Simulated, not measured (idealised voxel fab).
A process module follows: voxel wiring stack.
FYI the section here is cut, 190 nm wide, cells are 5 nm squares.
A cross-section is written here as square cells arranged in a grid, and it is given in bands from the top down, each band taking up one or more rows of cells.
Basically the band line says how high the top is and how high the bottom is, in nm, and then what's in it from left to right, every material with its width in nm. Empty space shows up as "air", and if a single material carries "full width" it runs the full band edge to edge.
We count height from 0. Below that, the starting wafer is all one material. The lowest band never ends at the bottom but goes on down; see "top 0, no bottom" for how that is written.
Think of "30->40" as a width that walks from the first number to the second as you go down the band, top row to bottom row, taking equal-sized steps from row to row.
Reading "left unchanged" for a step: not a cell of the cross-section changed in it.
"Sealed internal voids" means: voids of 8 cells or more that are shut off from the top with no open way through. Written width x height at distance, distance from the left edge, in nm.
Where a step's line continues beyond its settings, the continuation is a remark by the simulator itself on that step.
If you see "overlay nm" on a step's line and that step has a mask, it's telling you how far right of where it was planned the mask ended up; a negative number means it went left instead.
Read the rest as pairs. Take the cross-section before one process step, then the cross-section after it, which shows only down to the lowest band that changed. Under the pair, find the step between them and its settings. Bear in mind that pairs may come from different runs of this module on the same starting wafer: link a pair to the pair above it only where its entry headed "Structure before processing" says to.

Structure before processing
    top 30, bottom 25 = 20 of SiN, then 30 of TiN, then 30 of SiN, then 30 of TiN, then 30 of SiN, then 30 of TiN, then 20 of SiN
    top 25, bottom 10 = lowk full width
    top 10, bottom 0 = SiO2 full width
    top 0, no bottom = Si full width
    Sealed internal voids: none

Step Outcome
    top 35, bottom 30 = 15 of air, then 40 of Ru, then 20 of air, then 40 of Ru, then 20 of air, then 40 of Ru, then 15 of air
    Under the height 30 nothing was changed.
    Sealed internal voids: none
The step occurring between the two cross-sections depicted above is identified as EPI: material Ru, thk nm 5

Structure before processing: The cross-section prior to this step is the one presented after the step of the pair immediately above.

Step Outcome
    top 40, bottom 35 = SiCN full width
    top 35, bottom 30 = 15 of SiCN, then 40 of Ru, then 20 of SiCN, then 40 of Ru, then 20 of SiCN, then 40 of Ru, then 15 of SiCN
    Under the height 30 nothing was changed.
    Sealed internal voids: none
The step occurring between the two cross-sections depicted above is identified as FILL_DEP: material SiCN, thk nm 5

Structure before processing: The cross-section prior to this step is the one presented after the step of the pair immediately above.

Step Outcome
    top 55, bottom 40 = SiO2 full width
    Under the height 40 nothing was changed.
    Sealed internal voids: none
The step occurring between the two cross-sections depicted above is identified as DIRECTIONAL_DEP: material SiO2, thk nm 15

Structure before processing: The cross-section prior to this step is the one presented after the step of the pair immediately above.

Step Outcome
    top 75, bottom 55 = 20 of resist, then 15 of air, then 45 of resist, then 15 of air, then 45 of resist, then 15 of air, then 35 of resist
    Under the height 55 nothing was changed.
    Sealed internal voids: none
The step occurring between the two cross-sections depicted above is identified as PATTERN: tone open, mask id PLUG_1, material resist, width nm 15, pitch nm 60, thk nm 20, overlay nm 0

Structure before processing: The cross-section prior to this step is the one presented after the step of the pair immediately above.

Step Outcome
    top 75, bottom 55 = 20 of resist, then 15 of air, then 45 of resist, then 15 of air, then 45 of resist, then 15 of air, then 35 of resist
    top 55, bottom 40 = 20 of SiO2, then 15 of air, then 45 of SiO2, then 15 of air, then 45 of SiO2, then 15 of air, then 35 of SiO2
    Under the height 40 nothing was changed.
    Sealed internal voids: none
The step occurring between the two cross-sections depicted above is identified as DIRECTIONAL_ETCH: etch materials SiO2, depth nm 15

Structure before processing: The cross-section prior to this step is the one presented after the step of the pair immediately above.

Step Outcome
    top 75, bottom 55 = 20 of resist, then 15 of air, then 45 of resist, then 15 of air, then 45 of resist, then 15 of air, then 35 of resist
    top 55, bottom 40 = 20 of SiO2, then 15 of air, then 45 of SiO2, then 15 of air, then 45 of SiO2, then 15 of air, then 35 of SiO2
    top 40, bottom 35 = 20 of SiCN, then 15 of air, then 45 of SiCN, then 15 of air, then 45 of SiCN, then 15 of air, then 35 of SiCN
    Under the height 35 nothing was changed.
    Sealed internal voids: none
The step occurring between the two cross-sections depicted above is identified as DIRECTIONAL_ETCH: etch materials SiCN, depth nm 5

Structure before processing: The cross-section prior to this step is the one presented after the step of the pair immediately above.

Step Outcome
    top 55, bottom 40 = 20 of SiO2, then 15 of air, then 45 of SiO2, then 15 of air, then 45 of SiO2, then 15 of air, then 35 of SiO2
    Under the height 40 nothing was changed.
    Sealed internal voids: none
The step occurring between the two cross-sections depicted above is identified as STRIP: etch materials resist

Structure before processing: The cross-section prior to this step is the one presented after the step of the pair immediately above.

Step Outcome
    top 60, bottom 55 = 25 of TiN, then 5 of air, then 55 of TiN, then 5 of air, then 55 of TiN, then 5 of air, then 40 of TiN
    top 55, bottom 40 = 20 of SiO2, then 5 of TiN, then 5 of air, then 5 of TiN, then 45 of SiO2, then 5 of TiN, then 5 of air, then 5 of TiN, then 45 of SiO2, then 5 of TiN, then 5 of air, then 5 of TiN, then 35 of SiO2
    top 40, bottom 35 = 20 of SiCN, then 15 of TiN, then 45 of SiCN, then 15 of TiN, then 45 of SiCN, then 15 of TiN, then 35 of SiCN
    Under the height 35 nothing was changed.
    Sealed internal voids: none
The step occurring between the two cross-sections depicted above is identified as CONFORMAL_DEP: material TiN, thk nm 5

Structure before processing: The cross-section prior to this step is the one presented after the step of the pair immediately above.

Step Outcome
    top 70, bottom 60 = Ru full width
    top 60, bottom 55 = 25 of TiN, then 5 of Ru, then 55 of TiN, then 5 of Ru, then 55 of TiN, then 5 of Ru, then 40 of TiN
    top 55, bottom 40 = 20 of SiO2, then 5 of TiN, then 5 of Ru, then 5 of TiN, then 45 of SiO2, then 5 of TiN, then 5 of Ru, then 5 of TiN, then 45 of SiO2, then 5 of TiN, then 5 of Ru, then 5 of TiN, then 35 of SiO2
    Under the height 40 nothing was changed.
    Sealed internal voids: none
The step occurring between the two cross-sections depicted above is identified as FILL_DEP: material Ru, thk nm 10

Structure before processing: The cross-section prior to this step is the one presented after the step of the pair immediately above.

Step Outcome
    top 55, bottom 40 = 20 of SiO2, then 5 of TiN, then 5 of Ru, then 5 of TiN, then 45 of SiO2, then 5 of TiN, then 5 of Ru, then 5 of TiN, then 45 of SiO2, then 5 of TiN, then 5 of Ru, then 5 of TiN, then 35 of SiO2
    Under the height 40 nothing was changed.
    Sealed internal voids: none
The step occurring between the two cross-sections depicted above is identified as CMP: height nm 55

Structure before processing: The cross-section prior to this step is the one presented after the step of the pair immediately above.

Step Outcome
    top 60, bottom 55 = TiN full width
    Under the height 55 nothing was changed.
    Sealed internal voids: none
The step occurring between the two cross-sections depicted above is identified as DIRECTIONAL_DEP: material TiN, thk nm 5

Structure before processing: The cross-section prior to this step is the one presented after the step of the pair immediately above.

Step Outcome
    top 80, bottom 60 = W full width
    Under the height 60 nothing was changed.
    Sealed internal voids: none
The step occurring between the two cross-sections depicted above is identified as DIRECTIONAL_DEP: material W, thk nm 20

Structure before processing: The cross-section prior to this step is the one presented after the step of the pair immediately above.

Step Outcome
    top 80, bottom 60 = 20 of air, then 30 of W, then 30 of air, then 30 of W, then 30 of air, then 30 of W, then 20 of air
    Under the height 60 nothing was changed.
    Sealed internal voids: none
The step occurring between the two cross-sections depicted above is identified as MASKED_ETCH: tone cover, mask id METAL_2, width nm 30, pitch nm 60, etch materials W, depth nm 20, overlay nm 0

Structure before processing: The cross-section prior to this step is the one presented after the step of the pair immediately above.

Step Outcome
    top 80, bottom 60 = 20 of air, then 30 of W, then 30 of air, then 30 of W, then 30 of air, then 30 of W, then 20 of air
    top 60, bottom 55 = 20 of air, then 30 of TiN, then 30 of air, then 30 of TiN, then 30 of air, then 30 of TiN, then 20 of air
    Under the height 55 nothing was changed.
    Sealed internal voids: none
The step occurring between the two cross-sections depicted above is identified as MASKED_ETCH: tone cover, mask id METAL_2, width nm 30, pitch nm 60, etch materials TiN, depth nm 5, overlay nm 0

Structure before processing: The cross-section prior to this step is the one presented after the step of the pair immediately above.

Step Outcome
    top 85, bottom 80 = SiO2 full width
    top 80, bottom 60 = 20 of SiO2, then 30 of W, then 30 of SiO2, then 30 of W, then 30 of SiO2, then 30 of W, then 20 of SiO2
    top 60, bottom 55 = 20 of SiO2, then 30 of TiN, then 30 of SiO2, then 30 of TiN, then 30 of SiO2, then 30 of TiN, then 20 of SiO2
    Under the height 55 nothing was changed.
    Sealed internal voids: none
The step occurring between the two cross-sections depicted above is identified as FILL_DEP: material SiO2, thk nm 5

Structure before processing: The cross-section prior to this step is the one presented after the step of the pair immediately above.

Step Outcome
    top 80, bottom 60 = 20 of SiO2, then 30 of W, then 30 of SiO2, then 30 of W, then 30 of SiO2, then 30 of W, then 20 of SiO2
    Under the height 60 nothing was changed.
    Sealed internal voids: none
The step occurring between the two cross-sections depicted above is identified as CMP: height nm 80

Structure before processing: The cross-section prior to this step is the one presented after the step of the pair immediately above.

Step Outcome
    top 85, bottom 80 = SiCN full width
    Under the height 80 nothing was changed.
    Sealed internal voids: none
The step occurring between the two cross-sections depicted above is identified as CONFORMAL_DEP: material SiCN, thk nm 5

Structure before processing
    top 40, bottom 35 = SiCN full width
    top 35, bottom 30 = 15 of SiCN, then 40 of Ru, then 20 of SiCN, then 40 of Ru, then 20 of SiCN, then 40 of Ru, then 15 of SiCN
    top 30, bottom 15 = 20 of lowk, then 5 of TiN, then 20 of Cu, then 5 of TiN, then 30 of lowk, then 5 of TiN, then 20 of Cu, then 5 of TiN, then 30 of lowk, then 5 of TiN, then 20 of Cu, then 5 of TiN, then 20 of lowk
    top 15, bottom 10 = 20 of SiN, then 30 of TiN, then 30 of SiN, then 30 of TiN, then 30 of SiN, then 30 of TiN, then 20 of SiN
    top 10, bottom 0 = SiO2 full width
    top 0, no bottom = Si full width
    Sealed internal voids: none

Step Outcome
    top 50, bottom 40 = SiO2 full width
    Under the height 40 nothing was changed.
    Sealed internal voids: none
The step occurring between the two cross-sections depicted above is identified as DIRECTIONAL_DEP: material SiO2, thk nm 10

Structure before processing: The cross-section prior to this step is the one presented after the step of the pair immediately above.

Step Outcome
    top 70, bottom 50 = 20 of resist, then 15 of air, then 45 of resist, then 15 of air, then 45 of resist, then 15 of air, then 35 of resist
    Under the height 50 nothing was changed.
    Sealed internal voids: none
The step occurring between the two cross-sections depicted above is identified as PATTERN: tone open, mask id PLUG_1, material resist, width nm 15, pitch nm 60, thk nm 20, overlay nm 0

Structure before processing: The cross-section prior to this step is the one presented after the step of the pair immediately above.

Step Outcome
    top 70, bottom 50 = 20 of resist, then 15 of air, then 45 of resist, then 15 of air, then 45 of resist, then 15 of air, then 35 of resist
    top 50, bottom 40 = 20 of SiO2, then 15 of air, then 45 of SiO2, then 15 of air, then 45 of SiO2, then 15 of air, then 35 of SiO2
    Under the height 40 nothing was changed.
    Sealed internal voids: none
The step occurring between the two cross-sections depicted above is identified as DIRECTIONAL_ETCH: etch materials SiO2, depth nm 15

Structure before processing: The cross-section prior to this step is the one presented after the step of the pair immediately above.

Step Outcome
    top 70, bottom 50 = 20 of resist, then 15 of air, then 45 of resist, then 15 of air, then 45 of resist, then 15 of air, then 35 of resist
    top 50, bottom 40 = 20 of SiO2, then 15 of air, then 45 of SiO2, then 15 of air, then 45 of SiO2, then 15 of air, then 35 of SiO2
    top 40, bottom 35 = 20 of SiCN, then 15 of air, then 45 of SiCN, then 15 of air, then 45 of SiCN, then 15 of air, then 35 of SiCN
    Under the height 35 nothing was changed.
    Sealed internal voids: none
The step occurring between the two cross-sections depicted above is identified as DIRECTIONAL_ETCH: etch materials SiCN, depth nm 5

Structure before processing: The cross-section prior to this step is the one presented after the step of the pair immediately above.

Step Outcome
    top 50, bottom 40 = 20 of SiO2, then 15 of air, then 45 of SiO2, then 15 of air, then 45 of SiO2, then 15 of air, then 35 of SiO2
    Under the height 40 nothing was changed.
    Sealed internal voids: none
The step occurring between the two cross-sections depicted above is identified as STRIP: etch materials resist

Structure before processing: The cross-section prior to this step is the one presented after the step of the pair immediately above.

Step Outcome
    top 55, bottom 50 = 25 of TiN, then 5 of air, then 55 of TiN, then 5 of air, then 55 of TiN, then 5 of air, then 40 of TiN
    top 50, bottom 40 = 20 of SiO2, then 5 of TiN, then 5 of air, then 5 of TiN, then 45 of SiO2, then 5 of TiN, then 5 of air, then 5 of TiN, then 45 of SiO2, then 5 of TiN, then 5 of air, then 5 of TiN, then 35 of SiO2
    top 40, bottom 35 = 20 of SiCN, then 15 of TiN, then 45 of SiCN, then 15 of TiN, then 45 of SiCN, then 15 of TiN, then 35 of SiCN
    Under the height 35 nothing was changed.
    Sealed internal voids: none
The step occurring between the two cross-sections depicted above is identified as CONFORMAL_DEP: material TiN, thk nm 5

Structure before processing: The cross-section prior to this step is the one presented after the step of the pair immediately above.

Step Outcome
    top 65, bottom 55 = Ru full width
    top 55, bottom 50 = 25 of TiN, then 5 of Ru, then 55 of TiN, then 5 of Ru, then 55 of TiN, then 5 of Ru, then 40 of TiN
    top 50, bottom 40 = 20 of SiO2, then 5 of TiN, then 5 of Ru, then 5 of TiN, then 45 of SiO2, then 5 of TiN, then 5 of Ru, then 5 of TiN, then 45 of SiO2, then 5 of TiN, then 5 of Ru, then 5 of TiN, then 35 of SiO2
    Under the height 40 nothing was changed.
    Sealed internal voids: none
The step occurring between the two cross-sections depicted above is identified as FILL_DEP: material Ru, thk nm 10

Structure before processing: The cross-section prior to this step is the one presented after the step of the pair immediately above.

Step Outcome
    top 55, bottom 50 = 25 of TiN, then 5 of Ru, then 55 of TiN, then 5 of Ru, then 55 of TiN, then 5 of Ru, then 40 of TiN
    Under the height 50 nothing was changed.
    Sealed internal voids: none
The step occurring between the two cross-sections depicted above is identified as CMP: height nm 55

Structure before processing: The cross-section prior to this step is the one presented after the step of the pair immediately above.

Step Outcome
    top 60, bottom 55 = TiN full width
    Under the height 55 nothing was changed.
    Sealed internal voids: none
The step occurring between the two cross-sections depicted above is identified as DIRECTIONAL_DEP: material TiN, thk nm 5

Structure before processing: The cross-section prior to this step is the one presented after the step of the pair immediately above.

Step Outcome
    top 80, bottom 60 = W full width
    Under the height 60 nothing was changed.
    Sealed internal voids: none
The step occurring between the two cross-sections depicted above is identified as DIRECTIONAL_DEP: material W, thk nm 20

Structure before processing: The cross-section prior to this step is the one presented after the step of the pair immediately above.

Step Outcome
    top 80, bottom 60 = 20 of air, then 30 of W, then 30 of air, then 30 of W, then 30 of air, then 30 of W, then 20 of air
    Under the height 60 nothing was changed.
    Sealed internal voids: none
The step occurring between the two cross-sections depicted above is identified as MASKED_ETCH: tone cover, mask id METAL_2, width nm 30, pitch nm 60, etch materials W, depth nm 20, overlay nm 0

Structure before processing: The cross-section prior to this step is the one presented after the step of the pair immediately above.

Step Outcome
    top 80, bottom 60 = 20 of air, then 30 of W, then 30 of air, then 30 of W, then 30 of air, then 30 of W, then 20 of air
    top 60, bottom 55 = 20 of air, then 30 of TiN, then 30 of air, then 30 of TiN, then 30 of air, then 30 of TiN, then 20 of air
    Under the height 55 nothing was changed.
    Sealed internal voids: none
The step occurring between the two cross-sections depicted above is identified as MASKED_ETCH: tone cover, mask id METAL_2, width nm 30, pitch nm 60, etch materials TiN, depth nm 5, overlay nm 0

Structure before processing: The cross-section prior to this step is the one presented after the step of the pair immediately above.

Step Outcome
    top 85, bottom 80 = SiO2 full width
    top 80, bottom 60 = 20 of SiO2, then 30 of W, then 30 of SiO2, then 30 of W, then 30 of SiO2, then 30 of W, then 20 of SiO2
    top 60, bottom 55 = 20 of SiO2, then 30 of TiN, then 30 of SiO2, then 30 of TiN, then 30 of SiO2, then 30 of TiN, then 20 of SiO2
    Under the height 55 nothing was changed.
    Sealed internal voids: none
The step occurring between the two cross-sections depicted above is identified as FILL_DEP: material SiO2, thk nm 5

Structure before processing: The cross-section prior to this step is the one presented after the step of the pair immediately above.

Step Outcome
    top 80, bottom 60 = 20 of SiO2, then 30 of W, then 30 of SiO2, then 30 of W, then 30 of SiO2, then 30 of W, then 20 of SiO2
    Under the height 60 nothing was changed.
    Sealed internal voids: none
The step occurring between the two cross-sections depicted above is identified as CMP: height nm 80

Structure before processing: The cross-section prior to this step is the one presented after the step of the pair immediately above.

Step Outcome
    top 85, bottom 80 = SiCN full width
    Under the height 80 nothing was changed.
    Sealed internal voids: none
The step occurring between the two cross-sections depicted above is identified as CONFORMAL_DEP: material SiCN, thk nm 5

Structure before processing
    top 55, bottom 40 = SiO2 full width
    top 40, bottom 35 = SiCN full width
    top 35, bottom 30 = 15 of SiCN, then 40 of Ru, then 20 of SiCN, then 40 of Ru, then 20 of SiCN, then 40 of Ru, then 15 of SiCN
    top 30, bottom 15 = 20 of lowk, then 5 of TiN, then 20 of Cu, then 5 of TiN, then 30 of lowk, then 5 of TiN, then 20 of Cu, then 5 of TiN, then 30 of lowk, then 5 of TiN, then 20 of Cu, then 5 of TiN, then 20 of lowk
    top 15, bottom 10 = 20 of SiN, then 30 of TiN, then 30 of SiN, then 30 of TiN, then 30 of SiN, then 30 of TiN, then 20 of SiN
    top 10, bottom 0 = SiO2 full width
    top 0, no bottom = Si full width
    Sealed internal voids: none

Step Outcome
    top 75, bottom 55 = 20 of resist, then 20 of air, then 40 of resist, then 20 of air, then 40 of resist, then 20 of air, then 30 of resist
    Under the height 55 nothing was changed.
    Sealed internal voids: none
The step occurring between the two cross-sections depicted above is identified as PATTERN: tone open, mask id PLUG_1, material resist, width nm 20, pitch nm 60, thk nm 20, overlay nm 0

Structure before processing: The cross-section prior to this step is the one presented after the step of the pair immediately above.

Step Outcome
    top 75, bottom 55 = 20 of resist, then 20 of air, then 40 of resist, then 20 of air, then 40 of resist, then 20 of air, then 30 of resist
    top 55, bottom 40 = 20 of SiO2, then 20 of air, then 40 of SiO2, then 20 of air, then 40 of SiO2, then 20 of air, then 30 of SiO2
    Under the height 40 nothing was changed.
    Sealed internal voids: none
The step occurring between the two cross-sections depicted above is identified as DIRECTIONAL_ETCH: etch materials SiO2, depth nm 15

Structure before processing: The cross-section prior to this step is the one presented after the step of the pair immediately above.

Step Outcome
    top 75, bottom 55 = 20 of resist, then 20 of air, then 40 of resist, then 20 of air, then 40 of resist, then 20 of air, then 30 of resist
    top 55, bottom 40 = 20 of SiO2, then 20 of air, then 40 of SiO2, then 20 of air, then 40 of SiO2, then 20 of air, then 30 of SiO2
    top 40, bottom 35 = 20 of SiCN, then 20 of air, then 40 of SiCN, then 20 of air, then 40 of SiCN, then 20 of air, then 30 of SiCN
    Under the height 35 nothing was changed.
    Sealed internal voids: none
The step occurring between the two cross-sections depicted above is identified as DIRECTIONAL_ETCH: etch materials SiCN, depth nm 5

Structure before processing: The cross-section prior to this step is the one presented after the step of the pair immediately above.

Step Outcome
    top 55, bottom 40 = 20 of SiO2, then 20 of air, then 40 of SiO2, then 20 of air, then 40 of SiO2, then 20 of air, then 30 of SiO2
    Under the height 40 nothing was changed.
    Sealed internal voids: none
The step occurring between the two cross-sections depicted above is identified as STRIP: etch materials resist

Structure before processing: The cross-section prior to this step is the one presented after the step of the pair immediately above.

Step Outcome
    top 60, bottom 55 = 25 of TiN, then 10 of air, then 50 of TiN, then 10 of air, then 50 of TiN, then 10 of air, then 35 of TiN
    top 55, bottom 40 = 20 of SiO2, then 5 of TiN, then 10 of air, then 5 of TiN, then 40 of SiO2, then 5 of TiN, then 10 of air, then 5 of TiN, then 40 of SiO2, then 5 of TiN, then 10 of air, then 5 of TiN, then 30 of SiO2
    top 40, bottom 35 = 20 of SiCN, then 20 of TiN, then 40 of SiCN, then 20 of TiN, then 40 of SiCN, then 20 of TiN, then 30 of SiCN
    Under the height 35 nothing was changed.
    Sealed internal voids: none
The step occurring between the two cross-sections depicted above is identified as CONFORMAL_DEP: material TiN, thk nm 5

Structure before processing: The cross-section prior to this step is the one presented after the step of the pair immediately above.

Step Outcome
    top 70, bottom 60 = Ru full width
    top 60, bottom 55 = 25 of TiN, then 10 of Ru, then 50 of TiN, then 10 of Ru, then 50 of TiN, then 10 of Ru, then 35 of TiN
    top 55, bottom 40 = 20 of SiO2, then 5 of TiN, then 10 of Ru, then 5 of TiN, then 40 of SiO2, then 5 of TiN, then 10 of Ru, then 5 of TiN, then 40 of SiO2, then 5 of TiN, then 10 of Ru, then 5 of TiN, then 30 of SiO2
    Under the height 40 nothing was changed.
    Sealed internal voids: none
The step occurring between the two cross-sections depicted above is identified as FILL_DEP: material Ru, thk nm 10

Structure before processing: The cross-section prior to this step is the one presented after the step of the pair immediately above.

Step Outcome
    top 55, bottom 40 = 20 of SiO2, then 5 of TiN, then 10 of Ru, then 5 of TiN, then 40 of SiO2, then 5 of TiN, then 10 of Ru, then 5 of TiN, then 40 of SiO2, then 5 of TiN, then 10 of Ru, then 5 of TiN, then 30 of SiO2
    Under the height 40 nothing was changed.
    Sealed internal voids: none
The step occurring between the two cross-sections depicted above is identified as CMP: height nm 55

Structure before processing: The cross-section prior to this step is the one presented after the step of the pair immediately above.

Step Outcome
    top 60, bottom 55 = TiN full width
    Under the height 55 nothing was changed.
    Sealed internal voids: none
The step occurring between the two cross-sections depicted above is identified as DIRECTIONAL_DEP: material TiN, thk nm 5

Structure before processing: The cross-section prior to this step is the one presented after the step of the pair immediately above.

Step Outcome
    top 80, bottom 60 = W full width
    Under the height 60 nothing was changed.
    Sealed internal voids: none
The step occurring between the two cross-sections depicted above is identified as DIRECTIONAL_DEP: material W, thk nm 20

Structure before processing: The cross-section prior to this step is the one presented after the step of the pair immediately above.

Step Outcome
    top 80, bottom 60 = 20 of air, then 30 of W, then 30 of air, then 30 of W, then 30 of air, then 30 of W, then 20 of air
    Under the height 60 nothing was changed.
    Sealed internal voids: none
The step occurring between the two cross-sections depicted above is identified as MASKED_ETCH: tone cover, mask id METAL_2, width nm 30, pitch nm 60, etch materials W, depth nm 20, overlay nm 0

Structure before processing: The cross-section prior to this step is the one presented after the step of the pair immediately above.

Step Outcome
    top 80, bottom 60 = 20 of air, then 30 of W, then 30 of air, then 30 of W, then 30 of air, then 30 of W, then 20 of air
    top 60, bottom 55 = 20 of air, then 30 of TiN, then 30 of air, then 30 of TiN, then 30 of air, then 30 of TiN, then 20 of air
    Under the height 55 nothing was changed.
    Sealed internal voids: none
The step occurring between the two cross-sections depicted above is identified as MASKED_ETCH: tone cover, mask id METAL_2, width nm 30, pitch nm 60, etch materials TiN, depth nm 5, overlay nm 0

Structure before processing: The cross-section prior to this step is the one presented after the step of the pair immediately above.

Step Outcome
    top 85, bottom 80 = SiO2 full width
    top 80, bottom 60 = 20 of SiO2, then 30 of W, then 30 of SiO2, then 30 of W, then 30 of SiO2, then 30 of W, then 20 of SiO2
    top 60, bottom 55 = 20 of SiO2, then 30 of TiN, then 30 of SiO2, then 30 of TiN, then 30 of SiO2, then 30 of TiN, then 20 of SiO2
    Under the height 55 nothing was changed.
    Sealed internal voids: none
The step occurring between the two cross-sections depicted above is identified as FILL_DEP: material SiO2, thk nm 5

Structure before processing: The cross-section prior to this step is the one presented after the step of the pair immediately above.

Step Outcome
    top 80, bottom 60 = 20 of SiO2, then 30 of W, then 30 of SiO2, then 30 of W, then 30 of SiO2, then 30 of W, then 20 of SiO2
    Under the height 60 nothing was changed.
    Sealed internal voids: none
The step occurring between the two cross-sections depicted above is identified as CMP: height nm 80

Structure before processing: The cross-section prior to this step is the one presented after the step of the pair immediately above.

Step Outcome
    top 85, bottom 80 = SiCN full width
    Under the height 80 nothing was changed.
    Sealed internal voids: none
The step occurring between the two cross-sections depicted above is identified as CONFORMAL_DEP: material SiCN, thk nm 5

Structure before processing
    top 80, bottom 60 = 20 of air, then 30 of W, then 30 of air, then 30 of W, then 30 of air, then 30 of W, then 20 of air
    top 60, bottom 55 = TiN full width
    top 55, bottom 40 = 20 of SiO2, then 5 of TiN, then 5 of Ru, then 5 of TiN, then 45 of SiO2, then 5 of TiN, then 5 of Ru, then 5 of TiN, then 45 of SiO2, then 5 of TiN, then 5 of Ru, then 5 of TiN, then 35 of SiO2
    top 40, bottom 35 = 20 of SiCN, then 15 of TiN, then 45 of SiCN, then 15 of TiN, then 45 of SiCN, then 15 of TiN, then 35 of SiCN
    top 35, bottom 30 = 15 of SiCN, then 40 of Ru, then 20 of SiCN, then 40 of Ru, then 20 of SiCN, then 40 of Ru, then 15 of SiCN
    top 30, bottom 15 = 20 of lowk, then 5 of TiN, then 20 of Cu, then 5 of TiN, then 30 of lowk, then 5 of TiN, then 20 of Cu, then 5 of TiN, then 30 of lowk, then 5 of TiN, then 20 of Cu, then 5 of TiN, then 20 of lowk
    top 15, bottom 10 = 20 of SiN, then 30 of TiN, then 30 of SiN, then 30 of TiN, then 30 of SiN, then 30 of TiN, then 20 of SiN
    top 10, bottom 0 = SiO2 full width
    top 0, no bottom = Si full width
    Sealed internal voids: none

Step Outcome
    top 80, bottom 60 = 20 of air, then 30 of W, then 30 of air, then 30 of W, then 30 of air, then 30 of W, then 20 of air
    top 60, bottom 55 = 15 of air, then 35 of TiN, then 25 of air, then 35 of TiN, then 25 of air, then 35 of TiN, then 20 of air
    Under the height 55 nothing was changed.
    Sealed internal voids: none
The step occurring between the two cross-sections depicted above is identified as MASKED_ETCH: tone cover, mask id METAL_2, width nm 30, pitch nm 60, etch materials TiN, depth nm 5, overlay nm -5

Structure before processing: The cross-section prior to this step is the one presented after the step of the pair immediately above.

Step Outcome
    top 85, bottom 80 = SiO2 full width
    top 80, bottom 60 = 20 of SiO2, then 30 of W, then 30 of SiO2, then 30 of W, then 30 of SiO2, then 30 of W, then 20 of SiO2
    top 60, bottom 55 = 15 of SiO2, then 35 of TiN, then 25 of SiO2, then 35 of TiN, then 25 of SiO2, then 35 of TiN, then 20 of SiO2
    Under the height 55 nothing was changed.
    Sealed internal voids: none
The step occurring between the two cross-sections depicted above is identified as FILL_DEP: material SiO2, thk nm 5

Structure before processing: The cross-section prior to this step is the one presented after the step of the pair immediately above.

Step Outcome
    top 80, bottom 60 = 20 of SiO2, then 30 of W, then 30 of SiO2, then 30 of W, then 30 of SiO2, then 30 of W, then 20 of SiO2
    Under the height 60 nothing was changed.
    Sealed internal voids: none
The step occurring between the two cross-sections depicted above is identified as CMP: height nm 80

Structure before processing: The cross-section prior to this step is the one presented after the step of the pair immediately above.

Step Outcome
    top 85, bottom 80 = SiCN full width
    Under the height 80 nothing was changed.
    Sealed internal voids: none
The step occurring between the two cross-sections depicted above is identified as CONFORMAL_DEP: material SiCN, thk nm 5

Structure before processing
    top 10, bottom 0 = SiO2 full width
    top 0, no bottom = Si full width
    Sealed internal voids: none

Step Outcome
    top 15, bottom 10 = lowk full width
    Under the height 10 nothing was changed.
    Sealed internal voids: none
The step occurring between the two cross-sections depicted above is identified as CONFORMAL_DEP: material lowk, thk nm 5

Structure before processing: The cross-section prior to this step is the one presented after the step of the pair immediately above.

Step Outcome
    top 30, bottom 10 = lowk full width
    Under the height 10 nothing was changed.
    Sealed internal voids: none
The step occurring between the two cross-sections depicted above is identified as DIRECTIONAL_DEP: material lowk, thk nm 15

Structure before processing: The cross-section prior to this step is the one presented after the step of the pair immediately above.

Step Outcome
    top 40, bottom 30 = aC full width
    Under the height 30 nothing was changed.
    Sealed internal voids: none
The step occurring between the two cross-sections depicted above is identified as DIRECTIONAL_DEP: material aC, thk nm 10

Structure before processing: The cross-section prior to this step is the one presented after the step of the pair immediately above.

Step Outcome
    top 70, bottom 40 = 20 of resist, then 30 of air, then 30 of resist, then 30 of air, then 30 of resist, then 30 of air, then 20 of resist
    Under the height 40 nothing was changed.
    Sealed internal voids: none
The step occurring between the two cross-sections depicted above is identified as PATTERN: tone open, mask id METAL_1, material resist, width nm 30, pitch nm 60, thk nm 30, overlay nm 0

Structure before processing: The cross-section prior to this step is the one presented after the step of the pair immediately above.

Step Outcome
    top 60, bottom 40 = 20 of resist, then 30 of air, then 30 of resist, then 30 of air, then 30 of resist, then 30 of air, then 20 of resist
    top 40, bottom 30 = 20 of aC, then 30 of air, then 30 of aC, then 30 of air, then 30 of aC, then 30 of air, then 20 of aC
    Under the height 30 nothing was changed.
    Sealed internal voids: none
The step occurring between the two cross-sections depicted above is identified as DIRECTIONAL_ETCH: etch materials aC, depth nm 10

Structure before processing: The cross-section prior to this step is the one presented after the step of the pair immediately above.

Step Outcome
    top 40, bottom 30 = 20 of aC, then 30 of air, then 30 of aC, then 30 of air, then 30 of aC, then 30 of air, then 20 of aC
    Under the height 30 nothing was changed.
    Sealed internal voids: none
The step occurring between the two cross-sections depicted above is identified as STRIP: etch materials resist

Structure before processing: The cross-section prior to this step is the one presented after the step of the pair immediately above.

Step Outcome
    top 40, bottom 30 = 20 of aC, then 30 of air, then 30 of aC, then 30 of air, then 30 of aC, then 30 of air, then 20 of aC
    top 30, bottom 15 = 20 of lowk, then 30 of air, then 30 of lowk, then 30 of air, then 30 of lowk, then 30 of air, then 20 of lowk
    Under the height 15 nothing was changed.
    Sealed internal voids: none
The step occurring between the two cross-sections depicted above is identified as DIRECTIONAL_ETCH: etch materials lowk, depth nm 15

Structure before processing: The cross-section prior to this step is the one presented after the step of the pair immediately above.

Step Outcome
    top 30, bottom 15 = 20 of lowk, then 30 of air, then 30 of lowk, then 30 of air, then 30 of lowk, then 30 of air, then 20 of lowk
    Under the height 15 nothing was changed.
    Sealed internal voids: none
The step occurring between the two cross-sections depicted above is identified as STRIP: etch materials aC

Structure before processing: The cross-section prior to this step is the one presented after the step of the pair immediately above.

Step Outcome
    top 35, bottom 30 = 25 of TiN, then 20 of air, then 40 of TiN, then 20 of air, then 40 of TiN, then 20 of air, then 25 of TiN
    top 30, bottom 20 = 20 of lowk, then 5 of TiN, then 20 of air, then 5 of TiN, then 30 of lowk, then 5 of TiN, then 20 of air, then 5 of TiN, then 30 of lowk, then 5 of TiN, then 20 of air, then 5 of TiN, then 20 of lowk
    top 20, bottom 15 = 20 of lowk, then 30 of TiN, then 30 of lowk, then 30 of TiN, then 30 of lowk, then 30 of TiN, then 20 of lowk
    Under the height 15 nothing was changed.
    Sealed internal voids: none
The step occurring between the two cross-sections depicted above is identified as CONFORMAL_DEP: material TiN, thk nm 5
